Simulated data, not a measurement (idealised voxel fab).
Documented hereafter: the process module known as voxel wiring stack.
FYI the section here is cut, 260 nm wide, cells are 5 nm squares.
When this document writes out a cross-section, it uses a grid of square cells and lists it as bands, beginning at the top and moving down, with a band standing for one or more rows of cells. The band entry comprises the height of the band's top followed by the height of its bottom, expressed in nm, and subsequently the band's materials from left to right, each stated together with its width in nm. Where a single material is marked with the word "all across", that material fills the band from edge to edge. The word "empty" represents empty space. Heads up on the height convention: 0 is the point under which the incoming wafer is all one material, and the lowest band has no bottom, it just keeps going down, like "0 down". It should be noted that a width expressed as "30 to 40" varies in equal increments from row to row of cells within the band, taking the value of the first number at the top row and that of the second number at the bottom row. Any step labelled "remained unchanged" changed none of the cells in the cross-section. If an empty space has no open way to the top and is at least 8 cells in size, "Enclosed empty spaces" lists it, written width x height at distance, where distance is measured from the left edge and every value is in nm. On each step's line, the part that comes after the settings is the simulator's own comment on the step. You can add "overlay nm" to a step's line. For a step with a mask, it describes how far the mask lay to the right of its planned position, and a negative number describes a lay to the left. Pairs, read this way: before one process step on the one hand, after it on the other, the after cross-section ending at the lowest band that changed; the step between, settings included, beneath. Same starting wafer throughout, but possibly different runs of this module, so no pair continues from the pair above unless its entry headed "Pre-step profile" says so.
Pre-step profile:
	95 to 90 | 55 of empty | 30 of Ru | 10 of empty | 30 of Ru | 10 of empty | 30 of Ru | 10 of empty | 30 of Ru | 55 of empty
	90 to 65 | 60 of SiO2 | 5 of TiN | 10 of W | 5 of TiN | 20 of SiO2 | 5 of TiN | 10 of W | 5 of TiN | 20 of SiO2 | 5 of TiN | 10 of W | 5 of TiN | 20 of SiO2 | 5 of TiN | 10 of W | 5 of TiN | 60 of SiO2
	65 to 60 | 60 of SiN | 20 of TiN | 20 of SiN | 20 of TiN | 20 of SiN | 20 of TiN | 20 of SiN | 20 of TiN | 60 of SiN
	60 to 45 | 60 of SiO2 | 15 of Ru | 25 of SiO2 | 15 of Ru | 25 of SiO2 | 15 of Ru | 25 of SiO2 | 15 of Ru | 65 of SiO2
	45 to 35 | 60 to 55 of SiCN | 15 to 30 of Ru | 25 to 10 of SiCN | 15 to 30 of Ru | 25 to 10 of SiCN | 15 to 30 of Ru | 25 to 10 of SiCN | 15 to 30 of Ru | 65 to 55 of SiCN
	35 to 20 | 60 of lowk | 5 of TiN | 10 of Cu | 5 of TiN | 20 of lowk | 5 of TiN | 10 of Cu | 5 of TiN | 20 of lowk | 5 of TiN | 10 of Cu | 5 of TiN | 20 of lowk | 5 of TiN | 10 of Cu | 5 of TiN | 60 of lowk
	20 to 15 | 60 of SiN | 20 of TiN | 20 of SiN | 20 of TiN | 20 of SiN | 20 of TiN | 20 of SiN | 20 of TiN | 60 of SiN
	15 to 0 | SiO2 all across
	0 down | Si all across
	Enclosed empty spaces: none
Post-Step Snapshot:
	100 to 95 | SiCN all across
	95 to 90 | 55 of SiCN | 30 of Ru | 10 of SiCN | 30 of Ru | 10 of SiCN | 30 of Ru | 10 of SiCN | 30 of Ru | 55 of SiCN
	At heights below 90, the structure remains unaltered.
	Enclosed empty spaces: none
Between the two cross-sections shown above, the process step is op FILL_DEP | material SiCN | thk nm 5
Pre-step profile: The prior state of this step coincides with the post-step cross-section of the pair just above.
Post-Step Snapshot:
	135 to 100 | lowk all across
	At heights below 100, the structure remains unaltered.
	Enclosed empty spaces: none
Between the two cross-sections shown above, the process step is op DIRECTIONAL_DEP | material lowk | thk nm 35
Pre-step profile: The prior state of this step coincides with the post-step cross-section of the pair just above.
Post-Step Snapshot:
	135 to 115 | 60 of lowk | 20 of empty | 20 of lowk | 20 of empty | 20 of lowk | 20 of empty | 20 of lowk | 20 of empty | 60 of lowk
	At heights below 115, the structure remains unaltered.
	Enclosed empty spaces: none
Between the two cross-sections shown above, the process step is op MASKED_ETCH | tone open | mask id METAL_3 | width nm 20 | pitch nm 40 | etch materials lowk | depth nm 20 | overlay nm 0
Pre-step profile: The prior state of this step coincides with the post-step cross-section of the pair just above.
Post-Step Snapshot:
	150 to 135 | 60 of aC | 20 of empty | 20 of aC | 20 of empty | 20 of aC | 20 of empty | 20 of aC | 20 of empty | 60 of aC
	135 to 130 | 60 of lowk | 20 of empty | 20 of lowk | 20 of empty | 20 of lowk | 20 of empty | 20 of lowk | 20 of empty | 60 of lowk
	130 to 115 | 60 of lowk | 20 of aC | 20 of lowk | 20 of aC | 20 of lowk | 20 of aC | 20 of lowk | 20 of aC | 60 of lowk
	At heights below 115, the structure remains unaltered.
	Enclosed empty spaces: none
Between the two cross-sections shown above, the process step is op DIRECTIONAL_DEP | material aC | thk nm 15
Pre-step profile: The prior state of this step coincides with the post-step cross-section of the pair just above.
Post-Step Snapshot:
	185 to 150 | 60 of resist | 15 of empty | 65 of resist | 15 of empty | 105 of resist
	150 to 135 | 60 of aC | 15 of empty | 5 of resist | 20 of aC | 20 of resist | 20 of aC | 15 of empty | 5 of resist | 20 of aC | 20 of resist | 60 of aC
	135 to 130 | 60 of lowk | 15 of empty | 5 of resist | 20 of lowk | 20 of resist | 20 of lowk | 15 of empty | 5 of resist | 20 of lowk | 20 of resist | 60 of lowk
	At heights below 130, the structure remains unaltered.
	Enclosed empty spaces: none
Between the two cross-sections shown above, the process step is op PATTERN | tone open | mask id METAL_3_HOLES | material resist | width nm 15 | pitch nm 80 | thk nm 35 | overlay nm 0
Pre-step profile: The prior state of this step coincides with the post-step cross-section of the pair just above.
Post-Step Snapshot:
	170 to 150 | 60 of resist | 15 of empty | 65 of resist | 15 of empty | 105 of resist
	150 to 135 | 60 of aC | 15 of empty | 5 of resist | 20 of aC | 20 of resist | 20 of aC | 15 of empty | 5 of resist | 20 of aC | 20 of resist | 60 of aC
	135 to 130 | 60 of lowk | 15 of empty | 5 of resist | 20 of lowk | 20 of resist | 20 of lowk | 15 of empty | 5 of resist | 20 of lowk | 20 of resist | 60 of lowk
	130 to 115 | 60 of lowk | 15 of empty | 5 of aC | 20 of lowk | 20 of aC | 20 of lowk | 15 of empty | 5 of aC | 20 of lowk | 20 of aC | 60 of lowk
	At heights below 115, the structure remains unaltered.
	Enclosed empty spaces: none
Between the two cross-sections shown above, the process step is op DIRECTIONAL_ETCH | etch materials aC | depth nm 15
Pre-step profile: The prior state of this step coincides with the post-step cross-section of the pair just above.
Post-Step Snapshot:
	150 to 135 | 60 of aC | 20 of empty | 20 of aC | 20 of empty | 20 of aC | 20 of empty | 20 of aC | 20 of empty | 60 of aC
	135 to 130 | 60 of lowk | 20 of empty | 20 of lowk | 20 of empty | 20 of lowk | 20 of empty | 20 of lowk | 20 of empty | 60 of lowk
	At heights below 130, the structure remains unaltered.
	Enclosed empty spaces: none
Between the two cross-sections shown above, the process step is op STRIP | etch materials resist
Pre-step profile: The prior state of this step coincides with the post-step cross-section of the pair just above.
Post-Step Snapshot:
	150 to 135 | 60 of aC | 20 of empty | 20 of aC | 20 of empty | 20 of aC | 20 of empty | 20 of aC | 20 of empty | 60 of aC
	135 to 130 | 60 of lowk | 20 of empty | 20 of lowk | 20 of empty | 20 of lowk | 20 of empty | 20 of lowk | 20 of empty | 60 of lowk
	130 to 115 | 60 of lowk | 15 of empty | 5 of aC | 20 of lowk | 20 of aC | 20 of lowk | 15 of empty | 5 of aC | 20 of lowk | 20 of aC | 60 of lowk
	115 to 100 | 60 of lowk | 15 of empty | 65 of lowk | 15 of empty | 105 of lowk
	At heights below 100, the structure remains unaltered.
	Enclosed empty spaces: none
Between the two cross-sections shown above, the process step is op DIRECTIONAL_ETCH | etch materials lowk | depth nm 15
Pre-step profile: The prior state of this step coincides with the post-step cross-section of the pair just above.
Post-Step Snapshot:
	150 to 135 | 60 of aC | 20 of empty | 20 of aC | 20 of empty | 20 of aC | 20 of empty | 20 of aC | 20 of empty | 60 of aC
	135 to 130 | 60 of lowk | 20 of empty | 20 of lowk | 20 of empty | 20 of lowk | 20 of empty | 20 of lowk | 20 of empty | 60 of lowk
	130 to 115 | 60 of lowk | 15 of empty | 5 of aC | 20 of lowk | 20 of aC | 20 of lowk | 15 of empty | 5 of aC | 20 of lowk | 20 of aC | 60 of lowk
	115 to 100 | 60 of lowk | 15 of empty | 65 of lowk | 15 of empty | 105 of lowk
	100 to 95 | 60 of SiCN | 15 of empty | 65 of SiCN | 15 of empty | 105 of SiCN
	At heights below 95, the structure remains unaltered.
	Enclosed empty spaces: none
Between the two cross-sections shown above, the process step is op DIRECTIONAL_ETCH | etch materials SiCN | depth nm 5
Pre-step profile: The prior state of this step coincides with the post-step cross-section of the pair just above.
Post-Step Snapshot:
	135 to 115 | 60 of lowk | 20 of empty | 20 of lowk | 20 of empty | 20 of lowk | 20 of empty | 20 of lowk | 20 of empty | 60 of lowk
	At heights below 115, the structure remains unaltered.
	Enclosed empty spaces: none
Between the two cross-sections shown above, the process step is op STRIP | etch materials aC
Pre-step profile: The prior state of this step coincides with the post-step cross-section of the pair just above.
Post-Step Snapshot:
	140 to 135 | 65 of TiN | 10 of empty | 30 of TiN | 10 of empty | 30 of TiN | 10 of empty | 30 of TiN | 10 of empty | 65 of TiN
	135 to 120 | 60 of lowk | 5 of TiN | 10 of empty | 5 of TiN | 20 of lowk | 5 of TiN | 10 of empty | 5 of TiN | 20 of lowk | 5 of TiN | 10 of empty | 5 of TiN | 20 of lowk | 5 of TiN | 10 of empty | 5 of TiN | 60 of lowk
	120 to 115 | 60 of lowk | 5 of TiN | 5 of empty | 10 of TiN | 20 of lowk | 20 of TiN | 20 of lowk | 5 of TiN | 5 of empty | 10 of TiN | 20 of lowk | 20 of TiN | 60 of lowk
	115 to 100 | 60 of lowk | 5 of TiN | 5 of empty | 5 of TiN | 65 of lowk | 5 of TiN | 5 of empty | 5 of TiN | 105 of lowk
	100 to 95 | 60 of SiCN | 15 of TiN | 65 of SiCN | 15 of TiN | 105 of SiCN
	At heights below 95, the structure remains unaltered.
	Enclosed empty spaces: none
Between the two cross-sections shown above, the process step is op CONFORMAL_DEP | material TiN | thk nm 5
Pre-step profile: The prior state of this step coincides with the post-step cross-section of the pair just above.
Post-Step Snapshot:
	150 to 140 | Ru all across
	140 to 135 | 65 of TiN | 10 of Ru | 30 of TiN | 10 of Ru | 30 of TiN | 10 of Ru | 30 of TiN | 10 of Ru | 65 of TiN
	135 to 120 | 60 of lowk | 5 of TiN | 10 of Ru | 5 of TiN | 20 of lowk | 5 of TiN | 10 of Ru | 5 of TiN | 20 of lowk | 5 of TiN | 10 of Ru | 5 of TiN | 20 of lowk | 5 of TiN | 10 of Ru | 5 of TiN | 60 of lowk
	120 to 115 | 60 of lowk | 5 of TiN | 5 of Ru | 10 of TiN | 20 of lowk | 20 of TiN | 20 of lowk | 5 of TiN | 5 of Ru | 10 of TiN | 20 of lowk | 20 of TiN | 60 of lowk
	115 to 100 | 60 of lowk | 5 of TiN | 5 of Ru | 5 of TiN | 65 of lowk | 5 of TiN | 5 of Ru | 5 of TiN | 105 of lowk
	At heights below 100, the structure remains unaltered.
	Enclosed empty spaces: none
Between the two cross-sections shown above, the process step is op FILL_DEP | material Ru | thk nm 10
Pre-step profile: The prior state of this step coincides with the post-step cross-section of the pair just above.
Post-Step Snapshot:
	135 to 120 | 60 of lowk | 5 of TiN | 10 of Ru | 5 of TiN | 20 of lowk | 5 of TiN | 10 of Ru | 5 of TiN | 20 of lowk | 5 of TiN | 10 of Ru | 5 of TiN | 20 of lowk | 5 of TiN | 10 of Ru | 5 of TiN | 60 of lowk
	At heights below 120, the structure remains unaltered.
	Enclosed empty spaces: none
Between the two cross-sections shown above, the process step is op CMP | height nm 135
Pre-step profile: The prior state of this step coincides with the post-step cross-section of the pair just above.
Post-Step Snapshot:
	140 to 135 | SiCN all across
	At heights below 135, the structure remains unaltered.
	Enclosed empty spaces: none
Between the two cross-sections shown above, the process step is op CONFORMAL_DEP | material SiCN | thk nm 5
Pre-step profile:
	35 to 15 | lowk all across
	15 to 10 | SiN all across
	10 to 0 | SiO2 all across
	0 down | Si all across
	Enclosed empty spaces: none
Post-Step Snapshot:
	50 to 35 | 60 of resist | 25 of empty | 15 of resist | 25 of empty | 15 of resist | 25 of empty | 15 of resist | 25 of empty | 55 of resist
	At heights below 35, the structure remains unaltered.
	Enclosed empty spaces: none
Between the two cross-sections shown above, the process step is op PATTERN | tone open | mask id METAL_1 | material resist | width nm 25 | pitch nm 40 | thk nm 15 | overlay nm 0
Pre-step profile: The prior state of this step coincides with the post-step cross-section of the pair just above.
Post-Step Snapshot:
	50 to 35 | 60 of resist | 25 of empty | 15 of resist | 25 of empty | 15 of resist | 25 of empty | 15 of resist | 25 of empty | 55 of resist
	35 to 15 | 60 of lowk | 25 of empty | 15 of lowk | 25 of empty | 15 of lowk | 25 of empty | 15 of lowk | 25 of empty | 55 of lowk
	At heights below 15, the structure remains unaltered.
	Enclosed empty spaces: none
Between the two cross-sections shown above, the process step is op DIRECTIONAL_ETCH | etch materials lowk | depth nm 20
Pre-step profile: The prior state of this step coincides with the post-step cross-section of the pair just above.
Post-Step Snapshot:
	50 to 35 | 60 of resist | 25 of empty | 15 of resist | 25 of empty | 15 of resist | 25 of empty | 15 of resist | 25 of empty | 55 of resist
	35 to 15 | 60 of lowk | 25 of empty | 15 of lowk | 25 of empty | 15 of lowk | 25 of empty | 15 of lowk | 25 of empty | 55 of lowk
	15 to 10 | 60 of SiN | 25 of empty | 15 of SiN | 25 of empty | 15 of SiN | 25 of empty | 15 of SiN | 25 of empty | 55 of SiN
	At heights below 10, the structure remains unaltered.
	Enclosed empty spaces: none
Between the two cross-sections shown above, the process step is op DIRECTIONAL_ETCH | etch materials SiN | depth nm 5
Pre-step profile: The prior state of this step coincides with the post-step cross-section of the pair just above.
Post-Step Snapshot:
	35 to 15 | 60 of lowk | 25 of empty | 15 of lowk | 25 of empty | 15 of lowk | 25 of empty | 15 of lowk | 25 of empty | 55 of lowk
	At heights below 15, the structure remains unaltered.
	Enclosed empty spaces: none
Between the two cross-sections shown above, the process step is op STRIP | etch materials resist
Pre-step profile: The prior state of this step coincides with the post-step cross-section of the pair just above.
Post-Step Snapshot:
	40 to 35 | 65 of TiN | 15 of empty | 25 of TiN | 15 of empty | 25 of TiN | 15 of empty | 25 of TiN | 15 of empty | 60 of TiN
	35 to 15 | 60 of lowk | 5 of TiN | 15 of empty | 5 of TiN | 15 of lowk | 5 of TiN | 15 of empty | 5 of TiN | 15 of lowk | 5 of TiN | 15 of empty | 5 of TiN | 15 of lowk | 5 of TiN | 15 of empty | 5 of TiN | 55 of lowk
	15 to 10 | 60 of SiN | 25 of TiN | 15 of SiN | 25 of TiN | 15 of SiN | 25 of TiN | 15 of SiN | 25 of TiN | 55 of SiN
	At heights below 10, the structure remains unaltered.
	Enclosed empty spaces: none
Between the two cross-sections shown above, the process step is op CONFORMAL_DEP | material TiN | thk nm 5
Pre-step profile: The prior state of this step coincides with the post-step cross-section of the pair just above.
Post-Step Snapshot:
	50 to 40 | Cu all across
	40 to 35 | 65 of TiN | 15 of Cu | 25 of TiN | 15 of Cu | 25 of TiN | 15 of Cu | 25 of TiN | 15 of Cu | 60 of TiN
	35 to 15 | 60 of lowk | 5 of TiN | 15 of Cu | 5 of TiN | 15 of lowk | 5 of TiN | 15 of Cu | 5 of TiN | 15 of lowk | 5 of TiN | 15 of Cu | 5 of TiN | 15 of lowk | 5 of TiN | 15 of Cu | 5 of TiN | 55 of lowk
	At heights below 15, the structure remains unaltered.
	Enclosed empty spaces: none
Between the two cross-sections shown above, the process step is op FILL_DEP | material Cu | thk nm 10
Pre-step profile: The prior state of this step coincides with the post-step cross-section of the pair just above.
Post-Step Snapshot:
	35 to 15 | 60 of lowk | 5 of TiN | 15 of Cu | 5 of TiN | 15 of lowk | 5 of TiN | 15 of Cu | 5 of TiN | 15 of lowk | 5 of TiN | 15 of Cu | 5 of TiN | 15 of lowk | 5 of TiN | 15 of Cu | 5 of TiN | 55 of lowk
	At heights below 15, the structure remains unaltered.
	Enclosed empty spaces: none
Between the two cross-sections shown above, the process step is op CMP | height nm 35
Pre-step profile: The prior state of this step coincides with the post-step cross-section of the pair just above.
Post-Step Snapshot:
	40 to 35 | 55 of empty | 35 of Ru | 5 of empty | 35 of Ru | 5 of empty | 35 of Ru | 5 of empty | 35 of Ru | 50 of empty
	At heights below 35, the structure remains unaltered.
	Enclosed empty spaces: none
Between the two cross-sections shown above, the process step is op EPI | material Ru | thk nm 5
Pre-step profile: The prior state of this step coincides with the post-step cross-section of the pair just above.
Post-Step Snapshot:
	45 to 40 | SiCN all across
	40 to 35 | 55 of SiCN | 35 of Ru | 5 of SiCN | 35 of Ru | 5 of SiCN | 35 of Ru | 5 of SiCN | 35 of Ru | 50 of SiCN
	At heights below 35, the structure remains unaltered.
	Enclosed empty spaces: none
Between the two cross-sections shown above, the process step is op FILL_DEP | material SiCN | thk nm 5
Pre-step profile: The prior state of this step coincides with the post-step cross-section of the pair just above.
Post-Step Snapshot:
	60 to 45 | SiO2 all across
	At heights below 45, the structure remains unaltered.
	Enclosed empty spaces: none
Between the two cross-sections shown above, the process step is op DIRECTIONAL_DEP | material SiO2 | thk nm 15
Pre-step profile: The prior state of this step coincides with the post-step cross-section of the pair just above.
Post-Step Snapshot:
	60 to 45 | 60 of SiO2 | 15 of empty | 25 of SiO2 | 15 of empty | 25 of SiO2 | 15 of empty | 25 of SiO2 | 15 of empty | 65 of SiO2
	At heights below 45, the structure remains unaltered.
	Enclosed empty spaces: none
Between the two cross-sections shown above, the process step is op MASKED_ETCH | tone open | mask id PLUG_1 | width nm 15 | pitch nm 40 | etch materials SiO2 | depth nm 15 | overlay nm 0
Pre-step profile: The prior state of this step coincides with the post-step cross-section of the pair just above.
Post-Step Snapshot:
	60 to 45 | 60 of SiO2 | 15 of empty | 25 of SiO2 | 15 of empty | 25 of SiO2 | 15 of empty | 25 of SiO2 | 15 of empty | 65 of SiO2
	45 to 40 | 60 of SiCN | 15 of empty | 25 of SiCN | 15 of empty | 25 of SiCN | 15 of empty | 25 of SiCN | 15 of empty | 65 of SiCN
	At heights below 40, the structure remains unaltered.
	Enclosed empty spaces: none
Between the two cross-sections shown above, the process step is op MASKED_ETCH | tone open | mask id PLUG_1 | width nm 15 | pitch nm 40 | etch materials SiCN | depth nm 5 | overlay nm 0
Pre-step profile: The prior state of this step coincides with the post-step cross-section of the pair just above.
Post-Step Snapshot:
	60 to 50 | 60 of SiO2 | 15 of empty | 25 of SiO2 | 15 of empty | 25 of SiO2 | 15 of empty | 25 of SiO2 | 15 of empty | 65 of SiO2
	50 to 45 | 60 of SiO2 | 15 of Ru | 25 of SiO2 | 15 of Ru | 25 of SiO2 | 15 of Ru | 25 of SiO2 | 15 of Ru | 65 of SiO2
	45 to 35 | 60 to 55 of SiCN | 15 to 35 of Ru | 25 to 5 of SiCN | 15 to 35 of Ru | 25 to 5 of SiCN | 15 to 35 of Ru | 25 to 5 of SiCN | 15 to 35 of Ru | 65 to 50 of SiCN
	At heights below 35, the structure remains unaltered.
	Enclosed empty spaces: none
Between the two cross-sections shown above, the process step is op EPI | material Ru | thk nm 10
Pre-step profile: The prior state of this step coincides with the post-step cross-section of the pair just above.
Post-Step Snapshot:
	60 to 45 | 60 of SiO2 | 15 of Ru | 25 of SiO2 | 15 of Ru | 25 of SiO2 | 15 of Ru | 25 of SiO2 | 15 of Ru | 65 of SiO2
	At heights below 45, the structure remains unaltered.
	Enclosed empty spaces: none
Between the two cross-sections shown above, the process step is op EPI | material Ru | thk nm 10
Pre-step profile: The prior state of this step coincides with the post-step cross-section of the pair just above.
Post-Step Snapshot:
	65 to 60 | SiN all across
	At heights below 60, the structure remains unaltered.
	Enclosed empty spaces: none
Between the two cross-sections shown above, the process step is op CONFORMAL_DEP | material SiN | thk nm 5
Pre-step profile: The prior state of this step coincides with the post-step cross-section of the pair just above.
Post-Step Snapshot:
	90 to 65 | SiO2 all across
	At heights below 65, the structure remains unaltered.
	Enclosed empty spaces: none
Between the two cross-sections shown above, the process step is op DIRECTIONAL_DEP | material SiO2 | thk nm 25
Pre-step profile: The prior state of this step coincides with the post-step cross-section of the pair just above.
Post-Step Snapshot:
	105 to 90 | 60 of resist | 20 of empty | 20 of resist | 20 of empty | 20 of resist | 20 of empty | 20 of resist | 20 of empty | 60 of resist
	At heights below 90, the structure remains unaltered.
	Enclosed empty spaces: none
Between the two cross-sections shown above, the process step is op PATTERN | tone open | mask id METAL_2 | material resist | width nm 20 | pitch nm 40 | thk nm 15 | overlay nm 0
Pre-step profile: The prior state of this step coincides with the post-step cross-section of the pair just above.
Post-Step Snapshot:
	105 to 90 | 60 of resist | 20 of empty | 20 of resist | 20 of empty | 20 of resist | 20 of empty | 20 of resist | 20 of empty | 60 of resist
	90 to 65 | 60 of SiO2 | 20 of empty | 20 of SiO2 | 20 of empty | 20 of SiO2 | 20 of empty | 20 of SiO2 | 20 of empty | 60 of SiO2
	At heights below 65, the structure remains unaltered.
	Enclosed empty spaces: none
Between the two cross-sections shown above, the process step is op DIRECTIONAL_ETCH | etch materials SiO2 | depth nm 25
Pre-step profile: The prior state of this step coincides with the post-step cross-section of the pair just above.
Post-Step Snapshot:
	105 to 90 | 60 of resist | 20 of empty | 20 of resist | 20 of empty | 20 of resist | 20 of empty | 20 of resist | 20 of empty | 60 of resist
	90 to 65 | 60 of SiO2 | 20 of empty | 20 of SiO2 | 20 of empty | 20 of SiO2 | 20 of empty | 20 of SiO2 | 20 of empty | 60 of SiO2
	65 to 60 | 60 of SiN | 20 of empty | 20 of SiN | 20 of empty | 20 of SiN | 20 of empty | 20 of SiN | 20 of empty | 60 of SiN
	At heights below 60, the structure remains unaltered.
	Enclosed empty spaces: none
Between the two cross-sections shown above, the process step is op DIRECTIONAL_ETCH | etch materials SiN | depth nm 5
Pre-step profile: The prior state of this step coincides with the post-step cross-section of the pair just above.
Post-Step Snapshot:
	90 to 65 | 60 of SiO2 | 20 of empty | 20 of SiO2 | 20 of empty | 20 of SiO2 | 20 of empty | 20 of SiO2 | 20 of empty | 60 of SiO2
	At heights below 65, the structure remains unaltered.
	Enclosed empty spaces: none
Between the two cross-sections shown above, the process step is op STRIP | etch materials resist
Pre-step profile: The prior state of this step coincides with the post-step cross-section of the pair just above.
Post-Step Snapshot:
	95 to 90 | 65 of TiN | 10 of empty | 30 of TiN | 10 of empty | 30 of TiN | 10 of empty | 30 of TiN | 10 of empty | 65 of TiN
	90 to 65 | 60 of SiO2 | 5 of TiN | 10 of empty | 5 of TiN | 20 of SiO2 | 5 of TiN | 10 of empty | 5 of TiN | 20 of SiO2 | 5 of TiN | 10 of empty | 5 of TiN | 20 of SiO2 | 5 of TiN | 10 of empty | 5 of TiN | 60 of SiO2
	65 to 60 | 60 of SiN | 20 of TiN | 20 of SiN | 20 of TiN | 20 of SiN | 20 of TiN | 20 of SiN | 20 of TiN | 60 of SiN
	At heights below 60, the structure remains unaltered.
	Enclosed empty spaces: none
Between the two cross-sections shown above, the process step is op CONFORMAL_DEP | material TiN | thk nm 5
Pre-step profile: The prior state of this step coincides with the post-step cross-section of the pair just above.
Post-Step Snapshot:
	100 to 95 | W all across
	95 to 90 | 65 of TiN | 10 of W | 30 of TiN | 10 of W | 30 of TiN | 10 of W | 30 of TiN | 10 of W | 65 of TiN
	90 to 65 | 60 of SiO2 | 5 of TiN | 10 of W | 5 of TiN | 20 of SiO2 | 5 of TiN | 10 of W | 5 of TiN | 20 of SiO2 | 5 of TiN | 10 of W | 5 of TiN | 20 of SiO2 | 5 of TiN | 10 of W | 5 of TiN | 60 of SiO2
	At heights below 65, the structure remains unaltered.
	Enclosed empty spaces: none
Between the two cross-sections shown above, the process step is op FILL_DEP | material W | thk nm 5
Pre-step profile: The prior state of this step coincides with the post-step cross-section of the pair just above.
Post-Step Snapshot:
	90 to 65 | 60 of SiO2 | 5 of TiN | 10 of W | 5 of TiN | 20 of SiO2 | 5 of TiN | 10 of W | 5 of TiN | 20 of SiO2 | 5 of TiN | 10 of W | 5 of TiN | 20 of SiO2 | 5 of TiN | 10 of W | 5 of TiN | 60 of SiO2
	At heights below 65, the structure remains unaltered.
	Enclosed empty spaces: none
Between the two cross-sections shown above, the process step is op CMP | height nm 90
Pre-step profile: The prior state of this step coincides with the post-step cross-section of the pair just above.
Post-Step Snapshot:
	95 to 90 | 55 of empty | 30 of Ru | 10 of empty | 30 of Ru | 10 of empty | 30 of Ru | 10 of empty | 30 of Ru | 55 of empty
	At heights below 90, the structure remains unaltered.
	Enclosed empty spaces: none
Between the two cross-sections shown above, the process step is op EPI | material Ru | thk nm 5
Pre-step profile: The prior state of this step coincides with the post-step cross-section of the pair just above.
Post-Step Snapshot:
	100 to 95 | SiCN all across
	95 to 90 | 55 of SiCN | 30 of Ru | 10 of SiCN | 30 of Ru | 10 of SiCN | 30 of Ru | 10 of SiCN | 30 of Ru | 55 of SiCN
	At heights below 90, the structure remains unaltered.
	Enclosed empty spaces: none
Between the two cross-sections shown above, the process step is op FILL_DEP | material SiCN | thk nm 5
Pre-step profile: The prior state of this step coincides with the post-step cross-section of the pair just above.
Post-Step Snapshot:
	135 to 100 | lowk all across
	At heights below 100, the structure remains unaltered.
	Enclosed empty spaces: none
Between the two cross-sections shown above, the process step is op DIRECTIONAL_DEP | material lowk | thk nm 35
Pre-step profile: The prior state of this step coincides with the post-step cross-section of the pair just above.
Post-Step Snapshot:
	135 to 115 | 60 of lowk | 20 of empty | 20 of lowk | 20 of empty | 20 of lowk | 20 of empty | 20 of lowk | 20 of empty | 60 of lowk
	At heights below 115, the structure remains unaltered.
	Enclosed empty spaces: none
Between the two cross-sections shown above, the process step is op MASKED_ETCH | tone open | mask id METAL_3 | width nm 20 | pitch nm 40 | etch materials lowk | depth nm 20 | overlay nm 0
Pre-step profile: The prior state of this step coincides with the post-step cross-section of the pair just above.
Post-Step Snapshot:
	150 to 135 | 60 of aC | 20 of empty | 20 of aC | 20 of empty | 20 of aC | 20 of empty | 20 of aC | 20 of empty | 60 of aC
	135 to 130 | 60 of lowk | 20 of empty | 20 of lowk | 20 of empty | 20 of lowk | 20 of empty | 20 of lowk | 20 of empty | 60 of lowk
	130 to 115 | 60 of lowk | 20 of aC | 20 of lowk | 20 of aC | 20 of lowk | 20 of aC | 20 of lowk | 20 of aC | 60 of lowk
	At heights below 115, the structure remains unaltered.
	Enclosed empty spaces: none
Between the two cross-sections shown above, the process step is op DIRECTIONAL_DEP | material aC | thk nm 15
Pre-step profile: The prior state of this step coincides with the post-step cross-section of the pair just above.
Post-Step Snapshot:
	185 to 150 | 60 of resist | 15 of empty | 65 of resist | 15 of empty | 105 of resist
	150 to 135 | 60 of aC | 15 of empty | 5 of resist | 20 of aC | 20 of resist | 20 of aC | 15 of empty | 5 of resist | 20 of aC | 20 of resist | 60 of aC
	135 to 130 | 60 of lowk | 15 of empty | 5 of resist | 20 of lowk | 20 of resist | 20 of lowk | 15 of empty | 5 of resist | 20 of lowk | 20 of resist | 60 of lowk
	At heights below 130, the structure remains unaltered.
	Enclosed empty spaces: none
Between the two cross-sections shown above, the process step is op PATTERN | tone open | mask id METAL_3_HOLES | material resist | width nm 15 | pitch nm 80 | thk nm 35 | overlay nm 0
Pre-step profile: The prior state of this step coincides with the post-step cross-section of the pair just above.
Post-Step Snapshot:
	170 to 150 | 60 of resist | 15 of empty | 65 of resist | 15 of empty | 105 of resist
	150 to 135 | 60 of aC | 15 of empty | 5 of resist | 20 of aC | 20 of resist | 20 of aC | 15 of empty | 5 of resist | 20 of aC | 20 of resist | 60 of aC
	135 to 130 | 60 of lowk | 15 of empty | 5 of resist | 20 of lowk | 20 of resist | 20 of lowk | 15 of empty | 5 of resist | 20 of lowk | 20 of resist | 60 of lowk
	130 to 115 | 60 of lowk | 15 of empty | 5 of aC | 20 of lowk | 20 of aC | 20 of lowk | 15 of empty | 5 of aC | 20 of lowk | 20 of aC | 60 of lowk
	At heights below 115, the structure remains unaltered.
	Enclosed empty spaces: none
Between the two cross-sections shown above, the process step is op DIRECTIONAL_ETCH | etch materials aC | depth nm 15
Pre-step profile: The prior state of this step coincides with the post-step cross-section of the pair just above.
Post-Step Snapshot:
	150 to 135 | 60 of aC | 20 of empty | 20 of aC | 20 of empty | 20 of aC | 20 of empty | 20 of aC | 20 of empty | 60 of aC
	135 to 130 | 60 of lowk | 20 of empty | 20 of lowk | 20 of empty | 20 of lowk | 20 of empty | 20 of lowk | 20 of empty | 60 of lowk
	At heights below 130, the structure remains unaltered.
	Enclosed empty spaces: none
Between the two cross-sections shown above, the process step is op STRIP | etch materials resist
Pre-step profile: The prior state of this step coincides with the post-step cross-section of the pair just above.
Post-Step Snapshot:
	150 to 135 | 60 of aC | 20 of empty | 20 of aC | 20 of empty | 20 of aC | 20 of empty | 20 of aC | 20 of empty | 60 of aC
	135 to 130 | 60 of lowk | 20 of empty | 20 of lowk | 20 of empty | 20 of lowk | 20 of empty | 20 of lowk | 20 of empty | 60 of lowk
	130 to 115 | 60 of lowk | 15 of empty | 5 of aC | 20 of lowk | 20 of aC | 20 of lowk | 15 of empty | 5 of aC | 20 of lowk | 20 of aC | 60 of lowk
	115 to 100 | 60 of lowk | 15 of empty | 65 of lowk | 15 of empty | 105 of lowk
	At heights below 100, the structure remains unaltered.
	Enclosed empty spaces: none
Between the two cross-sections shown above, the process step is op DIRECTIONAL_ETCH | etch materials lowk | depth nm 15
Pre-step profile: The prior state of this step coincides with the post-step cross-section of the pair just above.
Post-Step Snapshot:
	150 to 135 | 60 of aC | 20 of empty | 20 of aC | 20 of empty | 20 of aC | 20 of empty | 20 of aC | 20 of empty | 60 of aC
	135 to 130 | 60 of lowk | 20 of empty | 20 of lowk | 20 of empty | 20 of lowk | 20 of empty | 20 of lowk | 20 of empty | 60 of lowk
	130 to 115 | 60 of lowk | 15 of empty | 5 of aC | 20 of lowk | 20 of aC | 20 of lowk | 15 of empty | 5 of aC | 20 of lowk | 20 of aC | 60 of lowk
	115 to 100 | 60 of lowk | 15 of empty | 65 of lowk | 15 of empty | 105 of lowk
	100 to 95 | 60 of SiCN | 15 of empty | 65 of SiCN | 15 of empty | 105 of SiCN
	At heights below 95, the structure remains unaltered.
	Enclosed empty spaces: none
Between the two cross-sections shown above, the process step is op DIRECTIONAL_ETCH | etch materials SiCN | depth nm 5
